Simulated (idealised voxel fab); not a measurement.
process module | voxel wiring stack
cross-section cut | 290 nm wide | cells 5 nm
A cross-section is a grid of square cells, given in bands from the top down. A band is one or more rows of cells.
Each band's line starts with the height of the band's top and of its bottom, in nm. Then come its materials from left to right, each with its width in nm. One material with "throughout" fills the band from edge to edge. "air" is empty space.
Height 0 is the level under which the wafer as received is all one material. The lowest band goes on downwards, as in "0 down".
A width such as "30 to 40" changes by the same amount from each row of cells to the next, from the band's top row to its bottom row.
"no change" after a step means that no cell of the cross-section changed.
closed voids: empty space of 8 cells or more with no open way to the top, each as width x height at its distance from the left edge, in nm
after a step's settings: what the simulator itself notes on the step
overlay nm, on a step with a mask: how far to the right of its planned place the mask lay; to the left if negative
plan
1 op RECEIVE | material Si
2 op CONFORMAL_DEP | material SiO2 | thk nm 15
3 op CONFORMAL_DEP | material SiCN | thk nm 5
4 op DIRECTIONAL_DEP | material SiO2 | thk nm 20
5 op PATTERN | tone open | mask id METAL_1 | material resist | width nm 30 | pitch nm 50 | thk nm 15 | overlay nm 0
6 op DIRECTIONAL_ETCH | etch materials SiO2 | depth nm 20
7 op DIRECTIONAL_ETCH | etch materials SiCN | depth nm 5
8 op STRIP | etch materials resist
9 op CONFORMAL_DEP | material TiN | thk nm 5
10 op FILL_DEP | material Cu | thk nm 5
11 op CMP | height nm 40
12 op EPI | material Ru | thk nm 5
13 op FILL_DEP | material SiCN | thk nm 5
14 op DIRECTIONAL_DEP | material lowk | thk nm 20
15 op DIRECTIONAL_DEP | material aC | thk nm 15
16 op PATTERN | tone open | mask id PLUG_1 | material resist | width nm 15 | pitch nm 50 | thk nm 35 | overlay nm 0
17 op DIRECTIONAL_ETCH | etch materials aC | depth nm 15
18 op STRIP | etch materials resist
19 op DIRECTIONAL_ETCH | etch materials lowk | depth nm 20
20 op DIRECTIONAL_ETCH | etch materials SiCN | depth nm 5
21 op STRIP | etch materials aC
22 op CONFORMAL_DEP | material TiN | thk nm 5
23 op FILL_DEP | material Ru | thk nm 5
24 op CMP | height nm 70
25 op CONFORMAL_DEP | material SiN | thk nm 5
26 op DIRECTIONAL_DEP | material lowk | thk nm 15
27 op MASKED_ETCH | tone open | mask id METAL_2 | width nm 30 | pitch nm 50 | etch materials lowk | depth nm 15 | overlay nm 0
28 op MASKED_ETCH | tone open | mask id METAL_2 | width nm 30 | pitch nm 50 | etch materials SiN | depth nm 5 | overlay nm 0
29 op CONFORMAL_DEP | material TiN | thk nm 5
30 op FILL_DEP | material Cu | thk nm 10
31 op CMP | height nm 90
32 op CONFORMAL_DEP | material SiCN | thk nm 5
first wafer, as planned
as received, after step 1
  0 down: Si throughout
  closed voids: none
after step 2
  15 to 0: SiO2 throughout
  below 0: unchanged
after step 3
  20 to 15: SiCN throughout
  below 15: unchanged
after step 4
  40 to 20: SiO2 throughout
  below 20: unchanged
after step 5
  55 to 40: resist 55 | air 30 | resist 20 | air 30 | resist 20 | air 30 | resist 20 | air 30 | resist 55
  below 40: unchanged
after step 6
  55 to 40: resist 55 | air 30 | resist 20 | air 30 | resist 20 | air 30 | resist 20 | air 30 | resist 55
  40 to 20: SiO2 55 | air 30 | SiO2 20 | air 30 | SiO2 20 | air 30 | SiO2 20 | air 30 | SiO2 55
  below 20: unchanged
after step 7
  55 to 40: resist 55 | air 30 | resist 20 | air 30 | resist 20 | air 30 | resist 20 | air 30 | resist 55
  40 to 20: SiO2 55 | air 30 | SiO2 20 | air 30 | SiO2 20 | air 30 | SiO2 20 | air 30 | SiO2 55
  20 to 15: SiCN 55 | air 30 | SiCN 20 | air 30 | SiCN 20 | air 30 | SiCN 20 | air 30 | SiCN 55
  below 15: unchanged
after step 8
  40 to 20: SiO2 55 | air 30 | SiO2 20 | air 30 | SiO2 20 | air 30 | SiO2 20 | air 30 | SiO2 55
  below 20: unchanged
after step 9
  45 to 40: TiN 60 | air 20 | TiN 30 | air 20 | TiN 30 | air 20 | TiN 30 | air 20 | TiN 60
  40 to 20: SiO2 55 | TiN 5 | air 20 | TiN 5 | SiO2 20 | TiN 5 | air 20 | TiN 5 | SiO2 20 | TiN 5 | air 20 | TiN 5 | SiO2 20 | TiN 5 | air 20 | TiN 5 | SiO2 55
  20 to 15: SiCN 55 | TiN 30 | SiCN 20 | TiN 30 | SiCN 20 | TiN 30 | SiCN 20 | TiN 30 | SiCN 55
  below 15: unchanged
after step 10
  50 to 45: Cu throughout
  45 to 40: TiN 60 | Cu 20 | TiN 30 | Cu 20 | TiN 30 | Cu 20 | TiN 30 | Cu 20 | TiN 60
  40 to 20: SiO2 55 | TiN 5 | Cu 20 | TiN 5 | SiO2 20 | TiN 5 | Cu 20 | TiN 5 | SiO2 20 | TiN 5 | Cu 20 | TiN 5 | SiO2 20 | TiN 5 | Cu 20 | TiN 5 | SiO2 55
  below 20: unchanged
after step 11
  40 to 20: SiO2 55 | TiN 5 | Cu 20 | TiN 5 | SiO2 20 | TiN 5 | Cu 20 | TiN 5 | SiO2 20 | TiN 5 | Cu 20 | TiN 5 | SiO2 20 | TiN 5 | Cu 20 | TiN 5 | SiO2 55
  below 20: unchanged
after step 12
  45 to 40: air 50 | Ru 40 | air 10 | Ru 40 | air 10 | Ru 40 | air 10 | Ru 40 | air 50
  below 40: unchanged
after step 13
  50 to 45: SiCN throughout
  45 to 40: SiCN 50 | Ru 40 | SiCN 10 | Ru 40 | SiCN 10 | Ru 40 | SiCN 10 | Ru 40 | SiCN 50
  below 40: unchanged
after step 14
  70 to 50: lowk throughout
  below 50: unchanged
after step 15
  85 to 70: aC throughout
  below 70: unchanged
after step 16
  120 to 85: resist 55 | air 15 | resist 35 | air 15 | resist 35 | air 15 | resist 35 | air 15 | resist 70
  below 85: unchanged
after step 17
  105 to 85: resist 55 | air 15 | resist 35 | air 15 | resist 35 | air 15 | resist 35 | air 15 | resist 70
  85 to 70: aC 55 | air 15 | aC 35 | air 15 | aC 35 | air 15 | aC 35 | air 15 | aC 70
  below 70: unchanged
after step 18
  85 to 70: aC 55 | air 15 | aC 35 | air 15 | aC 35 | air 15 | aC 35 | air 15 | aC 70
  below 70: unchanged
after step 19
  85 to 70: aC 55 | air 15 | aC 35 | air 15 | aC 35 | air 15 | aC 35 | air 15 | aC 70
  70 to 50: lowk 55 | air 15 | lowk 35 | air 15 | lowk 35 | air 15 | lowk 35 | air 15 | lowk 70
  below 50: unchanged
after step 20
  85 to 70: aC 55 | air 15 | aC 35 | air 15 | aC 35 | air 15 | aC 35 | air 15 | aC 70
  70 to 50: lowk 55 | air 15 | lowk 35 | air 15 | lowk 35 | air 15 | lowk 35 | air 15 | lowk 70
  50 to 45: SiCN 55 | air 15 | SiCN 35 | air 15 | SiCN 35 | air 15 | SiCN 35 | air 15 | SiCN 70
  below 45: unchanged
after step 21
  70 to 50: lowk 55 | air 15 | lowk 35 | air 15 | lowk 35 | air 15 | lowk 35 | air 15 | lowk 70
  below 50: unchanged
after step 22
  75 to 70: TiN 60 | air 5 | TiN 45 | air 5 | TiN 45 | air 5 | TiN 45 | air 5 | TiN 75
  70 to 50: lowk 55 | TiN 5 | air 5 | TiN 5 | lowk 35 | TiN 5 | air 5 | TiN 5 | lowk 35 | TiN 5 | air 5 | TiN 5 | lowk 35 | TiN 5 | air 5 | TiN 5 | lowk 70
  50 to 45: SiCN 55 | TiN 15 | SiCN 35 | TiN 15 | SiCN 35 | TiN 15 | SiCN 35 | TiN 15 | SiCN 70
  below 45: unchanged
after step 23
  80 to 75: Ru throughout
  75 to 70: TiN 60 | Ru 5 | TiN 45 | Ru 5 | TiN 45 | Ru 5 | TiN 45 | Ru 5 | TiN 75
  70 to 50: lowk 55 | TiN 5 | Ru 5 | TiN 5 | lowk 35 | TiN 5 | Ru 5 | TiN 5 | lowk 35 | TiN 5 | Ru 5 | TiN 5 | lowk 35 | TiN 5 | Ru 5 | TiN 5 | lowk 70
  below 50: unchanged
after step 24
  70 to 50: lowk 55 | TiN 5 | Ru 5 | TiN 5 | lowk 35 | TiN 5 | Ru 5 | TiN 5 | lowk 35 | TiN 5 | Ru 5 | TiN 5 | lowk 35 | TiN 5 | Ru 5 | TiN 5 | lowk 70
  below 50: unchanged
after step 25
  75 to 70: SiN throughout
  below 70: unchanged
after step 26
  90 to 75: lowk throughout
  below 75: unchanged
after step 27
  90 to 75: lowk 55 | air 30 | lowk 20 | air 30 | lowk 20 | air 30 | lowk 20 | air 30 | lowk 55
  below 75: unchanged
after step 28
  90 to 75: lowk 55 | air 30 | lowk 20 | air 30 | lowk 20 | air 30 | lowk 20 | air 30 | lowk 55
  75 to 70: SiN 55 | air 30 | SiN 20 | air 30 | SiN 20 | air 30 | SiN 20 | air 30 | SiN 55
  below 70: unchanged
after step 29
  95 to 90: TiN 60 | air 20 | TiN 30 | air 20 | TiN 30 | air 20 | TiN 30 | air 20 | TiN 60
  90 to 75: lowk 55 | TiN 5 | air 20 | TiN 5 | lowk 20 | TiN 5 | air 20 | TiN 5 | lowk 20 | TiN 5 | air 20 | TiN 5 | lowk 20 | TiN 5 | air 20 | TiN 5 | lowk 55
  75 to 70: SiN 55 | TiN 30 | SiN 20 | TiN 30 | SiN 20 | TiN 30 | SiN 20 | TiN 30 | SiN 55
  below 70: unchanged
after step 30
  105 to 95: Cu throughout
  95 to 90: TiN 60 | Cu 20 | TiN 30 | Cu 20 | TiN 30 | Cu 20 | TiN 30 | Cu 20 | TiN 60
  90 to 75: lowk 55 | TiN 5 | Cu 20 | TiN 5 | lowk 20 | TiN 5 | Cu 20 | TiN 5 | lowk 20 | TiN 5 | Cu 20 | TiN 5 | lowk 20 | TiN 5 | Cu 20 | TiN 5 | lowk 55
  below 75: unchanged
after step 31
  90 to 75: lowk 55 | TiN 5 | Cu 20 | TiN 5 | lowk 20 | TiN 5 | Cu 20 | TiN 5 | lowk 20 | TiN 5 | Cu 20 | TiN 5 | lowk 20 | TiN 5 | Cu 20 | TiN 5 | lowk 55
  below 75: unchanged
after step 32
  95 to 90: SiCN throughout
  below 90: unchanged
second wafer: like start, like plan, one mistake. Through step 10 it matches the first wafer
when step 11 should have ended
  35 to 20: SiO2 55 | TiN 5 | Cu 20 | TiN 5 | SiO2 20 | TiN 5 | Cu 20 | TiN 5 | SiO2 20 | TiN 5 | Cu 20 | TiN 5 | SiO2 20 | TiN 5 | Cu 20 | TiN 5 | SiO2 55
  below 20: unchanged
when step 12 should have ended
  40 to 35: air 50 | Ru 40 | air 10 | Ru 40 | air 10 | Ru 40 | air 10 | Ru 40 | air 50
  below 35: unchanged
when step 13 should have ended
  45 to 40: SiCN throughout
  40 to 35: SiCN 50 | Ru 40 | SiCN 10 | Ru 40 | SiCN 10 | Ru 40 | SiCN 10 | Ru 40 | SiCN 50
  below 35: unchanged
when step 14 should have ended
  65 to 45: lowk throughout
  below 45: unchanged
when step 15 should have ended
  80 to 65: aC throughout
  below 65: unchanged
when step 16 should have ended
  115 to 80: resist 55 | air 15 | resist 35 | air 15 | resist 35 | air 15 | resist 35 | air 15 | resist 70
  below 80: unchanged
when step 17 should have ended
  100 to 80: resist 55 | air 15 | resist 35 | air 15 | resist 35 | air 15 | resist 35 | air 15 | resist 70
  80 to 65: aC 55 | air 15 | aC 35 | air 15 | aC 35 | air 15 | aC 35 | air 15 | aC 70
  below 65: unchanged
when step 18 should have ended
  80 to 65: aC 55 | air 15 | aC 35 | air 15 | aC 35 | air 15 | aC 35 | air 15 | aC 70
  below 65: unchanged
when step 19 should have ended
  80 to 65: aC 55 | air 15 | aC 35 | air 15 | aC 35 | air 15 | aC 35 | air 15 | aC 70
  65 to 45: lowk 55 | air 15 | lowk 35 | air 15 | lowk 35 | air 15 | lowk 35 | air 15 | lowk 70
  below 45: unchanged
when step 20 should have ended
  80 to 65: aC 55 | air 15 | aC 35 | air 15 | aC 35 | air 15 | aC 35 | air 15 | aC 70
  65 to 45: lowk 55 | air 15 | lowk 35 | air 15 | lowk 35 | air 15 | lowk 35 | air 15 | lowk 70
  45 to 40: SiCN 55 | air 15 | SiCN 35 | air 15 | SiCN 35 | air 15 | SiCN 35 | air 15 | SiCN 70
  below 40: unchanged
when step 21 should have ended
  65 to 45: lowk 55 | air 15 | lowk 35 | air 15 | lowk 35 | air 15 | lowk 35 | air 15 | lowk 70
  below 45: unchanged
when step 22 should have ended
  70 to 65: TiN 60 | air 5 | TiN 45 | air 5 | TiN 45 | air 5 | TiN 45 | air 5 | TiN 75
  65 to 45: lowk 55 | TiN 5 | air 5 | TiN 5 | lowk 35 | TiN 5 | air 5 | TiN 5 | lowk 35 | TiN 5 | air 5 | TiN 5 | lowk 35 | TiN 5 | air 5 | TiN 5 | lowk 70
  45 to 40: SiCN 55 | TiN 15 | SiCN 35 | TiN 15 | SiCN 35 | TiN 15 | SiCN 35 | TiN 15 | SiCN 70
  below 40: unchanged
when step 23 should have ended
  75 to 70: Ru throughout
  70 to 65: TiN 60 | Ru 5 | TiN 45 | Ru 5 | TiN 45 | Ru 5 | TiN 45 | Ru 5 | TiN 75
  65 to 45: lowk 55 | TiN 5 | Ru 5 | TiN 5 | lowk 35 | TiN 5 | Ru 5 | TiN 5 | lowk 35 | TiN 5 | Ru 5 | TiN 5 | lowk 35 | TiN 5 | Ru 5 | TiN 5 | lowk 70
  below 45: unchanged
when step 24 should have ended
  70 to 65: TiN 60 | Ru 5 | TiN 45 | Ru 5 | TiN 45 | Ru 5 | TiN 45 | Ru 5 | TiN 75
  below 65: unchanged
when step 25 should have ended
  75 to 70: SiN throughout
  below 70: unchanged
when step 26 should have ended
  90 to 75: lowk throughout
  below 75: unchanged
when step 27 should have ended
  90 to 75: lowk 55 | air 30 | lowk 20 | air 30 | lowk 20 | air 30 | lowk 20 | air 30 | lowk 55
  below 75: unchanged
when step 28 should have ended
  90 to 75: lowk 55 | air 30 | lowk 20 | air 30 | lowk 20 | air 30 | lowk 20 | air 30 | lowk 55
  75 to 70: SiN 55 | air 30 | SiN 20 | air 30 | SiN 20 | air 30 | SiN 20 | air 30 | SiN 55
  below 70: unchanged
when step 29 should have ended
  95 to 90: TiN 60 | air 20 | TiN 30 | air 20 | TiN 30 | air 20 | TiN 30 | air 20 | TiN 60
  90 to 75: lowk 55 | TiN 5 | air 20 | TiN 5 | lowk 20 | TiN 5 | air 20 | TiN 5 | lowk 20 | TiN 5 | air 20 | TiN 5 | lowk 20 | TiN 5 | air 20 | TiN 5 | lowk 55
  75 to 70: SiN 55 | TiN 30 | SiN 20 | TiN 30 | SiN 20 | TiN 30 | SiN 20 | TiN 30 | SiN 55
  below 70: unchanged
when step 30 should have ended
  105 to 95: Cu throughout
  95 to 90: TiN 60 | Cu 20 | TiN 30 | Cu 20 | TiN 30 | Cu 20 | TiN 30 | Cu 20 | TiN 60
  90 to 75: lowk 55 | TiN 5 | Cu 20 | TiN 5 | lowk 20 | TiN 5 | Cu 20 | TiN 5 | lowk 20 | TiN 5 | Cu 20 | TiN 5 | lowk 20 | TiN 5 | Cu 20 | TiN 5 | lowk 55
  below 75: unchanged
when step 31 should have ended
  90 to 75: lowk 55 | TiN 5 | Cu 20 | TiN 5 | lowk 20 | TiN 5 | Cu 20 | TiN 5 | lowk 20 | TiN 5 | Cu 20 | TiN 5 | lowk 20 | TiN 5 | Cu 20 | TiN 5 | lowk 55
  below 75: unchanged
when step 32 should have ended
  95 to 90: SiCN throughout
  below 90: unchanged
what went wrong: step 11 ran as: op CMP | height nm 35
at the end the second wafer has, in cells: 16 fewer of Cu | 4 more of Ru | 34 fewer of SiO2 | 46 more of TiN
